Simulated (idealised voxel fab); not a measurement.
process module | voxel ribs on slabs
cross-section cut | 290 nm wide | cells 5 nm
A cross-section is a grid of square cells, given in bands from the top down. A band is one or more rows of cells.
Each band's line starts with the height of the band's top and of its bottom, in nm. Then come its materials from left to right, each with its width in nm. One material with "throughout" fills the band from edge to edge. "air" is empty space.
Height 0 is the level under which the wafer as received is all one material. The lowest band goes on downwards, as in "0 down".
A width such as "30 to 40" changes by the same amount from each row of cells to the next, from the band's top row to its bottom row.
"no change" after a step means that no cell of the cross-section changed.
closed voids: empty space of 8 cells or more with no open way to the top, each as width x height at its distance from the left edge, in nm
after a step's settings: what the simulator itself notes on the step
overlay nm, on a step with a mask: how far to the right of its planned place the mask lay; to the left if negative
Each pair below shows a cross-section before one step and the cross-section after it, down to the lowest band that changed. The line under each pair gives the step between them, with its settings. The pairs can come from different runs of this module on the same starting wafer, so a pair continues from the pair above only where its "before" says so.
before
  0 down: Si throughout
  closed voids: none
after
  25 to 0: SiO2 throughout
  below 0: unchanged
  closed voids: none
the step between: op DIRECTIONAL_DEP | material SiO2 | thk nm 25
before: the cross-section after the pair above
after
  45 to 25: polySi throughout
  below 25: unchanged
  closed voids: none
the step between: op DIRECTIONAL_DEP | material polySi | thk nm 20
before: the cross-section after the pair above
after
  60 to 45: air 135 | resist 20 | air 135
  below 45: unchanged
  closed voids: none
the step between: op PATTERN | tone cover | mask id RIB | material resist | width nm 20 | thk nm 15 | overlay nm 0
before: the cross-section after the pair above
after
  60 to 45: air 135 | resist 20 | air 135
  45 to 30: air 135 | polySi 20 | air 135
  below 30: unchanged
  closed voids: none
the step between: op DIRECTIONAL_ETCH | etch materials polySi | depth nm 15
before: the cross-section after the pair above
after
  45 to 30: air 135 | polySi 20 | air 135
  below 30: unchanged
  closed voids: none
the step between: op STRIP | etch materials resist
before: the cross-section after the pair above
after
  60 to 45: air 105 | resist 80 | air 105
  45 to 30: air 105 | resist 30 | polySi 20 | resist 30 | air 105
  below 30: unchanged
  closed voids: none
the step between: op PATTERN | tone cover | mask id SLAB | material resist | width nm 80 | thk nm 15 | overlay nm 0
before: the cross-section after the pair above
after
  60 to 45: air 105 | resist 80 | air 105
  45 to 30: air 105 | resist 30 | polySi 20 | resist 30 | air 105
  30 to 25: air 105 | polySi 80 | air 105
  below 25: unchanged
  closed voids: none
the step between: op DIRECTIONAL_ETCH | etch materials polySi | depth nm 5
before: the cross-section after the pair above
after
  45 to 30: air 135 | polySi 20 | air 135
  below 30: unchanged
  closed voids: none
the step between: op STRIP | etch materials resist
before: the cross-section after the pair above
after
  60 to 45: SiO2 throughout
  45 to 30: SiO2 135 | polySi 20 | SiO2 135
  30 to 25: SiO2 105 | polySi 80 | SiO2 105
  below 25: unchanged
  closed voids: none
the step between: op FILL_DEP | material SiO2 | thk nm 15
before: the cross-section after the pair above
after
  55 to 45: SiO2 throughout
  below 45: unchanged
  closed voids: none
the step between: op CMP | height nm 55
before: the cross-section after the pair above
after
  65 to 55: W throughout
  below 55: unchanged
  closed voids: none
the step between: op DIRECTIONAL_DEP | material W | thk nm 10
before: the cross-section after the pair above
after
  65 to 55: air 130 | W 30 | air 130
  below 55: unchanged
  closed voids: none
the step between: op MASKED_ETCH | tone cover | mask id HEATER | width nm 30 | etch materials W | depth nm 10 | overlay nm 0
before: the cross-section after the pair above
after
  70 to 65: air 125 | SiN 40 | air 125
  65 to 60: air 125 | SiN 5 | W 30 | SiN 5 | air 125
  60 to 55: SiN 130 | W 30 | SiN 130
  below 55: unchanged
  closed voids: none
the step between: op CONFORMAL_DEP | material SiN | thk nm 5
before
  45 to 25: polySi throughout
  25 to 0: SiO2 throughout
  0 down: Si throughout
  closed voids: none
after
  65 to 25: polySi throughout
  below 25: unchanged
  closed voids: none
the step between: op DIRECTIONAL_DEP | material polySi | thk nm 20
before: the cross-section after the pair above
after
  80 to 65: air 135 | resist 20 | air 135
  below 65: unchanged
  closed voids: none
the step between: op PATTERN | tone cover | mask id RIB | material resist | width nm 20 | thk nm 15 | overlay nm 0
before: the cross-section after the pair above
after
  80 to 65: air 135 | resist 20 | air 135
  65 to 50: air 135 | polySi 20 | air 135
  below 50: unchanged
  closed voids: none
the step between: op DIRECTIONAL_ETCH | etch materials polySi | depth nm 15
before: the cross-section after the pair above
after
  65 to 50: air 135 | polySi 20 | air 135
  below 50: unchanged
  closed voids: none
the step between: op STRIP | etch materials resist
before: the cross-section after the pair above
after
  80 to 65: air 105 | resist 80 | air 105
  65 to 50: air 105 | resist 30 | polySi 20 | resist 30 | air 105
  below 50: unchanged
  closed voids: none
the step between: op PATTERN | tone cover | mask id SLAB | material resist | width nm 80 | thk nm 15 | overlay nm 0
before: the cross-section after the pair above
after
  80 to 65: air 105 | resist 80 | air 105
  65 to 50: air 105 | resist 30 | polySi 20 | resist 30 | air 105
  50 to 45: air 105 | polySi 80 | air 105
  below 45: unchanged
  closed voids: none
the step between: op DIRECTIONAL_ETCH | etch materials polySi | depth nm 5
before: the cross-section after the pair above
after
  65 to 50: air 135 | polySi 20 | air 135
  below 50: unchanged
  closed voids: none
the step between: op STRIP | etch materials resist
before: the cross-section after the pair above
after
  80 to 65: SiO2 throughout
  65 to 50: SiO2 135 | polySi 20 | SiO2 135
  50 to 45: SiO2 105 | polySi 80 | SiO2 105
  below 45: unchanged
  closed voids: none
the step between: op FILL_DEP | material SiO2 | thk nm 15
before: the cross-section after the pair above
after
  55 to 45: SiO2 135 to 105 | polySi 20 to 80 | SiO2 135 to 105
  below 45: unchanged
  closed voids: none
the step between: op CMP | height nm 55
before: the cross-section after the pair above
after
  65 to 55: W throughout
  below 55: unchanged
  closed voids: none
the step between: op DIRECTIONAL_DEP | material W | thk nm 10
before: the cross-section after the pair above
after
  65 to 55: air 130 | W 30 | air 130
  below 55: unchanged
  closed voids: none
the step between: op MASKED_ETCH | tone cover | mask id HEATER | width nm 30 | etch materials W | depth nm 10 | overlay nm 0
before: the cross-section after the pair above
after
  70 to 65: air 125 | SiN 40 | air 125
  65 to 60: air 125 | SiN 5 | W 30 | SiN 5 | air 125
  60 to 55: SiN 130 | W 30 | SiN 130
  below 55: unchanged
  closed voids: none
the step between: op CONFORMAL_DEP | material SiN | thk nm 5
before
  0 down: Si throughout
  closed voids: none
after
  20 to 0: polySi throughout
  below 0: unchanged
  closed voids: none
the step between: op DIRECTIONAL_DEP | material polySi | thk nm 20
before: the cross-section after the pair above
after
  45 to 20: SiO2 throughout
  below 20: unchanged
  closed voids: none
the step between: op DIRECTIONAL_DEP | material SiO2 | thk nm 25
before: the cross-section after the pair above
after
  60 to 45: air 135 | resist 20 | air 135
  below 45: unchanged
  closed voids: none
the step between: op PATTERN | tone cover | mask id RIB | material resist | width nm 20 | thk nm 15 | overlay nm 0
before: the cross-section after the pair above
after
  45 to 20: SiO2 throughout
  below 20: unchanged
  closed voids: none
the step between: op STRIP | etch materials resist
before: the cross-section after the pair above
after
  60 to 45: air 105 | resist 80 | air 105
  below 45: unchanged
  closed voids: none
the step between: op PATTERN | tone cover | mask id SLAB | material resist | width nm 80 | thk nm 15 | overlay nm 0
before: the cross-section after the pair above
after
  45 to 20: SiO2 throughout
  below 20: unchanged
  closed voids: none
the step between: op STRIP | etch materials resist
before: the cross-section after the pair above
after
  60 to 20: SiO2 throughout
  below 20: unchanged
  closed voids: none
the step between: op FILL_DEP | material SiO2 | thk nm 15
before: the cross-section after the pair above
after
  55 to 20: SiO2 throughout
  below 20: unchanged
  closed voids: none
the step between: op CMP | height nm 55
before: the cross-section after the pair above
after
  65 to 55: W throughout
  below 55: unchanged
  closed voids: none
the step between: op DIRECTIONAL_DEP | material W | thk nm 10
before: the cross-section after the pair above
after
  65 to 55: air 130 | W 30 | air 130
  below 55: unchanged
  closed voids: none
the step between: op MASKED_ETCH | tone cover | mask id HEATER | width nm 30 | etch materials W | depth nm 10 | overlay nm 0
before: the cross-section after the pair above
after
  70 to 65: air 125 | SiN 40 | air 125
  65 to 60: air 125 | SiN 5 | W 30 | SiN 5 | air 125
  60 to 55: SiN 130 | W 30 | SiN 130
  below 55: unchanged
  closed voids: none
the step between: op CONFORMAL_DEP | material SiN | thk nm 5
before
  0 down: Si throughout
  closed voids: none
after
  20 to 0: SiO2 throughout
  below 0: unchanged
  closed voids: none
the step between: op DIRECTIONAL_DEP | material SiO2 | thk nm 20
before: the cross-section after the pair above
after
  40 to 20: polySi throughout
  below 20: unchanged
  closed voids: none
the step between: op DIRECTIONAL_DEP | material polySi | thk nm 20
before: the cross-section after the pair above
after
  55 to 40: air 135 | resist 20 | air 135
  below 40: unchanged
  closed voids: none
the step between: op PATTERN | tone cover | mask id RIB | material resist | width nm 20 | thk nm 15 | overlay nm 0
before: the cross-section after the pair above
after
  55 to 40: air 135 | resist 20 | air 135
  40 to 25: air 135 | polySi 20 | air 135
  below 25: unchanged
  closed voids: none
the step between: op DIRECTIONAL_ETCH | etch materials polySi | depth nm 15
before: the cross-section after the pair above
after
  40 to 25: air 135 | polySi 20 | air 135
  below 25: unchanged
  closed voids: none
the step between: op STRIP | etch materials resist
before: the cross-section after the pair above
after
  55 to 40: air 105 | resist 80 | air 105
  40 to 25: air 105 | resist 30 | polySi 20 | resist 30 | air 105
  below 25: unchanged
  closed voids: none
the step between: op PATTERN | tone cover | mask id SLAB | material resist | width nm 80 | thk nm 15 | overlay nm 0
before: the cross-section after the pair above
after
  55 to 40: air 105 | resist 80 | air 105
  40 to 25: air 105 | resist 30 | polySi 20 | resist 30 | air 105
  25 to 20: air 105 | polySi 80 | air 105
  below 20: unchanged
  closed voids: none
the step between: op DIRECTIONAL_ETCH | etch materials polySi | depth nm 5
before: the cross-section after the pair above
after
  40 to 25: air 135 | polySi 20 | air 135
  below 25: unchanged
  closed voids: none
the step between: op STRIP | etch materials resist
before: the cross-section after the pair above
after
  55 to 40: SiO2 throughout
  40 to 25: SiO2 135 | polySi 20 | SiO2 135
  25 to 20: SiO2 105 | polySi 80 | SiO2 105
  below 20: unchanged
  closed voids: none
the step between: op FILL_DEP | material SiO2 | thk nm 15
before: the cross-section after the pair above
after
  65 to 55: W throughout
  below 55: unchanged
  closed voids: none
the step between: op DIRECTIONAL_DEP | material W | thk nm 10
before: the cross-section after the pair above
after
  65 to 55: air 130 | W 30 | air 130
  below 55: unchanged
  closed voids: none
the step between: op MASKED_ETCH | tone cover | mask id HEATER | width nm 30 | etch materials W | depth nm 10 | overlay nm 0
before: the cross-section after the pair above
after
  70 to 65: air 125 | SiN 40 | air 125
  65 to 60: air 125 | SiN 5 | W 30 | SiN 5 | air 125
  60 to 55: SiN 130 | W 30 | SiN 130
  below 55: unchanged
  closed voids: none
the step between: op CONFORMAL_DEP | material SiN | thk nm 5
before
  45 to 25: polySi throughout
  25 to 0: SiO2 throughout
  0 down: Si throughout
  closed voids: none
after
  60 to 45: air 140 | resist 15 | air 135
  below 45: unchanged
  closed voids: none
the step between: op PATTERN | tone cover | mask id RIB | material resist | width nm 15 | thk nm 15 | overlay nm 0
before: the cross-section after the pair above
after
  60 to 45: air 140 | resist 15 | air 135
  45 to 30: air 140 | polySi 15 | air 135
  below 30: unchanged
  closed voids: none
the step between: op DIRECTIONAL_ETCH | etch materials polySi | depth nm 15
before: the cross-section after the pair above
after
  45 to 30: air 140 | polySi 15 | air 135
  below 30: unchanged
  closed voids: none
the step between: op STRIP | etch materials resist
before: the cross-section after the pair above
after
  60 to 45: air 105 | resist 80 | air 105
  45 to 30: air 105 | resist 35 | polySi 15 | resist 30 | air 105
  below 30: unchanged
  closed voids: none
the step between: op PATTERN | tone cover | mask id SLAB | material resist | width nm 80 | thk nm 15 | overlay nm 0
before: the cross-section after the pair above
after
  60 to 45: air 105 | resist 80 | air 105
  45 to 30: air 105 | resist 35 | polySi 15 | resist 30 | air 105
  30 to 25: air 105 | polySi 80 | air 105
  below 25: unchanged
  closed voids: none
the step between: op DIRECTIONAL_ETCH | etch materials polySi | depth nm 5
before: the cross-section after the pair above
after
  45 to 30: air 140 | polySi 15 | air 135
  below 30: unchanged
  closed voids: none
the step between: op STRIP | etch materials resist
before: the cross-section after the pair above
after
  60 to 45: SiO2 throughout
  45 to 30: SiO2 140 | polySi 15 | SiO2 135
  30 to 25: SiO2 105 | polySi 80 | SiO2 105
  below 25: unchanged
  closed voids: none
the step between: op FILL_DEP | material SiO2 | thk nm 15
before: the cross-section after the pair above
after
  55 to 45: SiO2 throughout
  below 45: unchanged
  closed voids: none
the step between: op CMP | height nm 55
before: the cross-section after the pair above
after
  65 to 55: W throughout
  below 55: unchanged
  closed voids: none
the step between: op DIRECTIONAL_DEP | material W | thk nm 10
before: the cross-section after the pair above
after
  65 to 55: air 130 | W 30 | air 130
  below 55: unchanged
  closed voids: none
the step between: op MASKED_ETCH | tone cover | mask id HEATER | width nm 30 | etch materials W | depth nm 10 | overlay nm 0
before: the cross-section after the pair above
after
  70 to 65: air 125 | SiN 40 | air 125
  65 to 60: air 125 | SiN 5 | W 30 | SiN 5 | air 125
  60 to 55: SiN 130 | W 30 | SiN 130
  below 55: unchanged
  closed voids: none
the step between: op CONFORMAL_DEP | material SiN | thk nm 5
before
  45 to 30: air 135 | polySi 20 | air 135
  30 to 25: polySi throughout
  25 to 0: SiO2 throughout
  0 down: Si throughout
  closed voids: none
after
  60 to 45: air 95 | resist 80 | air 115
  45 to 30: air 95 | resist 40 | polySi 20 | resist 20 | air 115
  below 30: unchanged
  closed voids: none
the step between: op PATTERN | tone cover | mask id SLAB | material resist | width nm 80 | thk nm 15 | overlay nm -10
before: the cross-section after the pair above
after
  60 to 45: air 95 | resist 80 | air 115
  45 to 30: air 95 | resist 40 | polySi 20 | resist 20 | air 115
  30 to 25: air 95 | polySi 80 | air 115
  below 25: unchanged
  closed voids: none
the step between: op DIRECTIONAL_ETCH | etch materials polySi | depth nm 5
before: the cross-section after the pair above
after
  45 to 30: air 135 | polySi 20 | air 135
  below 30: unchanged
  closed voids: none
the step between: op STRIP | etch materials resist
before: the cross-section after the pair above
after
  60 to 45: SiO2 throughout
  45 to 30: SiO2 135 | polySi 20 | SiO2 135
  30 to 25: SiO2 95 | polySi 80 | SiO2 115
  below 25: unchanged
  closed voids: none
the step between: op FILL_DEP | material SiO2 | thk nm 15
before: the cross-section after the pair above
after
  55 to 45: SiO2 throughout
  below 45: unchanged
  closed voids: none
the step between: op CMP | height nm 55
before: the cross-section after the pair above
after
  65 to 55: W throughout
  below 55: unchanged
  closed voids: none
the step between: op DIRECTIONAL_DEP | material W | thk nm 10
before: the cross-section after the pair above
after
  65 to 55: air 130 | W 30 | air 130
  below 55: unchanged
  closed voids: none
the step between: op MASKED_ETCH | tone cover | mask id HEATER | width nm 30 | etch materials W | depth nm 10 | overlay nm 0
before: the cross-section after the pair above
after
  70 to 65: air 125 | SiN 40 | air 125
  65 to 60: air 125 | SiN 5 | W 30 | SiN 5 | air 125
  60 to 55: SiN 130 | W 30 | SiN 130
  below 55: unchanged
  closed voids: none
the step between: op CONFORMAL_DEP | material SiN | thk nm 5
before
  45 to 30: air 135 | polySi 20 | air 135
  30 to 25: air 105 | polySi 80 | air 105
  25 to 0: SiO2 throughout
  0 down: Si throughout
  closed voids: none
after
  60 to 45: SiN throughout
  45 to 30: SiN 135 | polySi 20 | SiN 135
  30 to 25: SiN 105 | polySi 80 | SiN 105
  below 25: unchanged
  closed voids: none
the step between: op FILL_DEP | material SiN | thk nm 15
before: the cross-section after the pair above
after
  55 to 45: SiN throughout
  below 45: unchanged
  closed voids: none
the step between: op CMP | height nm 55
before: the cross-section after the pair above
after
  65 to 55: W throughout
  below 55: unchanged
  closed voids: none
the step between: op DIRECTIONAL_DEP | material W | thk nm 10
before: the cross-section after the pair above
after
  65 to 55: air 130 | W 30 | air 130
  below 55: unchanged
  closed voids: none
the step between: op MASKED_ETCH | tone cover | mask id HEATER | width nm 30 | etch materials W | depth nm 10 | overlay nm 0
before: the cross-section after the pair above
after
  70 to 65: air 125 | SiN 40 | air 125
  65 to 60: air 125 | SiN 5 | W 30 | SiN 5 | air 125
  60 to 55: SiN 130 | W 30 | SiN 130
  below 55: unchanged
  closed voids: none
the step between: op CONFORMAL_DEP | material SiN | thk nm 5
before
  65 to 55: W throughout
  55 to 45: SiO2 throughout
  45 to 30: SiO2 135 | polySi 20 | SiO2 135
  30 to 25: SiO2 105 | polySi 80 | SiO2 105
  25 to 0: SiO2 throughout
  0 down: Si throughout
  closed voids: none
after
  65 to 55: W 130 | air 30 | W 130
  below 55: unchanged
  closed voids: none
the step between: op MASKED_ETCH | tone open | mask id HEATER | width nm 30 | etch materials W | depth nm 10 | overlay nm 0
before: the cross-section after the pair above
after
  70 to 65: SiN 135 | air 20 | SiN 135
  65 to 60: W 130 | SiN 5 | air 20 | SiN 5 | W 130
  60 to 55: W 130 | SiN 30 | W 130
  below 55: unchanged
  closed voids: none
the step between: op CONFORMAL_DEP | material SiN | thk nm 5
